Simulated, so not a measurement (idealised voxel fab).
Documented hereafter: the process module known as voxel self aligned vias.
This is section cut - it's 180 nm across, gridded in 5 nm square cells.
Cross-sections here: square-cell grids, written as top-down lists of bands, a band being one or more rows of cells.
The entry gives the band's vertical extent as a top height and a bottom height in nm, then its horizontal make-up as materials from left to right, each with a width in nm. "air" stands for empty space; a single material marked "everywhere" fills the band edge to edge.
Heights from 0 (as-received wafer is one material below). Bottom band endless downward, as "0 and below".
When a width is written as two numbers, as in "30->40", the first number is the width in the top row of cells of the band and the second is the width in its bottom row, and the width changes by the same amount from each row to the next.
Step marked "no change"? Then no cell in the cross-section changed in it.
Under "Internal closed voids" you'll find the enclosed gaps, the ones with no way out to the top, that are 8 cells or bigger; each reads width x height at distance, with distance counted from the left edge, everything in nm.
Where a step's line continues beyond its settings, the continuation is a remark by the simulator itself on that step.
The "overlay nm" setting may appear on a step's line; for a step that uses a mask, it gives how far to the right of its planned position the mask lay, and a negative value indicates the left.

Process steps - plan
step 1: RECEIVE (material Si)
step 2: CONFORMAL_DEP (material SiO2; thk nm 15)
step 3: CONFORMAL_DEP (material SiCN; thk nm 5)
step 4: DIRECTIONAL_DEP (material SiO2; thk nm 25)
step 5: PATTERN (tone open; mask id LINES; material resist; width nm 20; pitch nm 70; thk nm 20; overlay nm 0)
step 6: DIRECTIONAL_ETCH (etch materials SiO2; depth nm 25)
step 7: STRIP (etch materials resist)
step 8: CONFORMAL_DEP (material TiN; thk nm 5)
step 9: FILL_DEP (material Ru; thk nm 5)
step 10: CMP (height nm 45)
step 11: SELECTIVE_ETCH (etch materials W Ru TiN; depth nm 5)
step 12: FILL_DEP (material SiN; thk nm 5)
step 13: CMP (height nm 45)
step 14: DIRECTIONAL_DEP (material SiO2; thk nm 15)
step 15: PATTERN (tone open; mask id VIAS; material resist; width nm 40; pitch nm 70; thk nm 20; overlay nm 0)
step 16: DIRECTIONAL_ETCH (etch materials SiO2; depth nm 15)
step 17: DIRECTIONAL_ETCH (etch materials SiN; depth nm 5)
step 18: STRIP (etch materials resist)
step 19: CONFORMAL_DEP (material TiN; thk nm 5)
step 20: FILL_DEP (material Cu; thk nm 10)
step 21: CMP (height nm 60)
step 22: CONFORMAL_DEP (material SiN; thk nm 5)

first wafer, as planned

Here's what the wafer looked like in cross-section when it arrived - that's after step 1
  0 and below = Si everywhere
  Internal closed voids: none

Wafer after step 2 (cross-section)
  15 down to 0 = SiO2 everywhere
  No changes below 0.

Wafer after step 3 (cross-section)
  20 down to 15 = SiCN everywhere
  No changes below 15.

Wafer after step 4 (cross-section)
  45 down to 20 = SiO2 everywhere
  No changes below 20.

Wafer after step 5 (cross-section)
  65 down to 45 = resist: 45; air: 20; resist: 50; air: 20; resist: 45
  No changes below 45.

Wafer after step 6 (cross-section)
  65 down to 45 = resist: 45; air: 20; resist: 50; air: 20; resist: 45
  45 down to 20 = SiO2: 45; air: 20; SiO2: 50; air: 20; SiO2: 45
  No changes below 20.

Wafer after step 7 (cross-section)
  45 down to 20 = SiO2: 45; air: 20; SiO2: 50; air: 20; SiO2: 45
  No changes below 20.

Wafer after step 8 (cross-section)
  50 down to 45 = TiN: 50; air: 10; TiN: 60; air: 10; TiN: 50
  45 down to 25 = SiO2: 45; TiN: 5; air: 10; TiN: 5; SiO2: 50; TiN: 5; air: 10; TiN: 5; SiO2: 45
  25 down to 20 = SiO2: 45; TiN: 20; SiO2: 50; TiN: 20; SiO2: 45
  No changes below 20.

Wafer after step 9 (cross-section)
  55 down to 50 = Ru everywhere
  50 down to 45 = TiN: 50; Ru: 10; TiN: 60; Ru: 10; TiN: 50
  45 down to 25 = SiO2: 45; TiN: 5; Ru: 10; TiN: 5; SiO2: 50; TiN: 5; Ru: 10; TiN: 5; SiO2: 45
  No changes below 25.

Wafer after step 10 (cross-section)
  45 down to 25 = SiO2: 45; TiN: 5; Ru: 10; TiN: 5; SiO2: 50; TiN: 5; Ru: 10; TiN: 5; SiO2: 45
  No changes below 25.

Wafer after step 11 (cross-section)
  45 down to 40 = SiO2: 45; air: 20; SiO2: 50; air: 20; SiO2: 45
  No changes below 40.

Wafer after step 12 (cross-section)
  50 down to 45 = SiN everywhere
  45 down to 40 = SiO2: 45; SiN: 20; SiO2: 50; SiN: 20; SiO2: 45
  No changes below 40.

Wafer after step 13 (cross-section)
  45 down to 40 = SiO2: 45; SiN: 20; SiO2: 50; SiN: 20; SiO2: 45
  No changes below 40.

Wafer after step 14 (cross-section)
  60 down to 45 = SiO2 everywhere
  No changes below 45.

Wafer after step 15 (cross-section)
  80 down to 60 = resist: 35; air: 40; resist: 30; air: 40; resist: 35
  No changes below 60.

Wafer after step 16 (cross-section)
  80 down to 60 = resist: 35; air: 40; resist: 30; air: 40; resist: 35
  60 down to 45 = SiO2: 35; air: 40; SiO2: 30; air: 40; SiO2: 35
  No changes below 45.

Wafer after step 17 (cross-section)
  80 down to 60 = resist: 35; air: 40; resist: 30; air: 40; resist: 35
  60 down to 45 = SiO2: 35; air: 40; SiO2: 30; air: 40; SiO2: 35
  45 down to 40 = SiO2: 45; air: 20; SiO2: 50; air: 20; SiO2: 45
  No changes below 40.

Wafer after step 18 (cross-section)
  60 down to 45 = SiO2: 35; air: 40; SiO2: 30; air: 40; SiO2: 35
  No changes below 45.

Wafer after step 19 (cross-section)
  65 down to 60 = TiN: 40; air: 30; TiN: 40; air: 30; TiN: 40
  60 down to 50 = SiO2: 35; TiN: 5; air: 30; TiN: 5; SiO2: 30; TiN: 5; air: 30; TiN: 5; SiO2: 35
  50 down to 45 = SiO2: 35; TiN: 15; air: 10; TiN: 15; SiO2: 30; TiN: 15; air: 10; TiN: 15; SiO2: 35
  45 down to 40 = SiO2: 45; TiN: 20; SiO2: 50; TiN: 20; SiO2: 45
  No changes below 40.

Wafer after step 20 (cross-section)
  75 down to 65 = Cu everywhere
  65 down to 60 = TiN: 40; Cu: 30; TiN: 40; Cu: 30; TiN: 40
  60 down to 50 = SiO2: 35; TiN: 5; Cu: 30; TiN: 5; SiO2: 30; TiN: 5; Cu: 30; TiN: 5; SiO2: 35
  50 down to 45 = SiO2: 35; TiN: 15; Cu: 10; TiN: 15; SiO2: 30; TiN: 15; Cu: 10; TiN: 15; SiO2: 35
  No changes below 45.

Wafer after step 21 (cross-section)
  60 down to 50 = SiO2: 35; TiN: 5; Cu: 30; TiN: 5; SiO2: 30; TiN: 5; Cu: 30; TiN: 5; SiO2: 35
  No changes below 50.

Wafer after step 22 (cross-section)
  65 down to 60 = SiN everywhere
  No changes below 60.

The second wafer: identical to the first at the outset and in its planned sequence, differing only in that one mistake was made during processing; up to and including step 14, its path is the first wafer's path

Planned end of step 15: second wafer, cross-section
  80 down to 60 = resist: 30; air: 50; resist: 20; air: 50; resist: 30
  No changes below 60.

Planned end of step 16: second wafer, cross-section
  80 down to 60 = resist: 30; air: 50; resist: 20; air: 50; resist: 30
  60 down to 45 = SiO2: 30; air: 50; SiO2: 20; air: 50; SiO2: 30
  No changes below 45.

Planned end of step 17: second wafer, cross-section
  80 down to 60 = resist: 30; air: 50; resist: 20; air: 50; resist: 30
  60 down to 45 = SiO2: 30; air: 50; SiO2: 20; air: 50; SiO2: 30
  45 down to 40 = SiO2: 45; air: 20; SiO2: 50; air: 20; SiO2: 45
  No changes below 40.

Planned end of step 18: second wafer, cross-section
  60 down to 45 = SiO2: 30; air: 50; SiO2: 20; air: 50; SiO2: 30
  No changes below 45.

Planned end of step 19: second wafer, cross-section
  65 down to 60 = TiN: 35; air: 40; TiN: 30; air: 40; TiN: 35
  60 down to 50 = SiO2: 30; TiN: 5; air: 40; TiN: 5; SiO2: 20; TiN: 5; air: 40; TiN: 5; SiO2: 30
  50 down to 45 = SiO2: 30; TiN: 20; air: 10; TiN: 20; SiO2: 20; TiN: 20; air: 10; TiN: 20; SiO2: 30
  45 down to 40 = SiO2: 45; TiN: 20; SiO2: 50; TiN: 20; SiO2: 45
  No changes below 40.

Planned end of step 20: second wafer, cross-section
  75 down to 65 = Cu everywhere
  65 down to 60 = TiN: 35; Cu: 40; TiN: 30; Cu: 40; TiN: 35
  60 down to 50 = SiO2: 30; TiN: 5; Cu: 40; TiN: 5; SiO2: 20; TiN: 5; Cu: 40; TiN: 5; SiO2: 30
  50 down to 45 = SiO2: 30; TiN: 20; Cu: 10; TiN: 20; SiO2: 20; TiN: 20; Cu: 10; TiN: 20; SiO2: 30
  No changes below 45.

Planned end of step 21: second wafer, cross-section
  60 down to 50 = SiO2: 30; TiN: 5; Cu: 40; TiN: 5; SiO2: 20; TiN: 5; Cu: 40; TiN: 5; SiO2: 30
  No changes below 50.

Planned end of step 22: second wafer, cross-section
  65 down to 60 = SiN everywhere
  No changes below 60.
In executing the process, a mistake was made relative to the plan: contrary to plan, step 15 was performed as PATTERN (tone open; mask id VIAS; material resist; width nm 50; pitch nm 70; thk nm 20; overlay nm 0)
End of process, cell counts, second wafer against first, materials with more or fewer: +8 Cu; -12 SiO2; +4 TiN
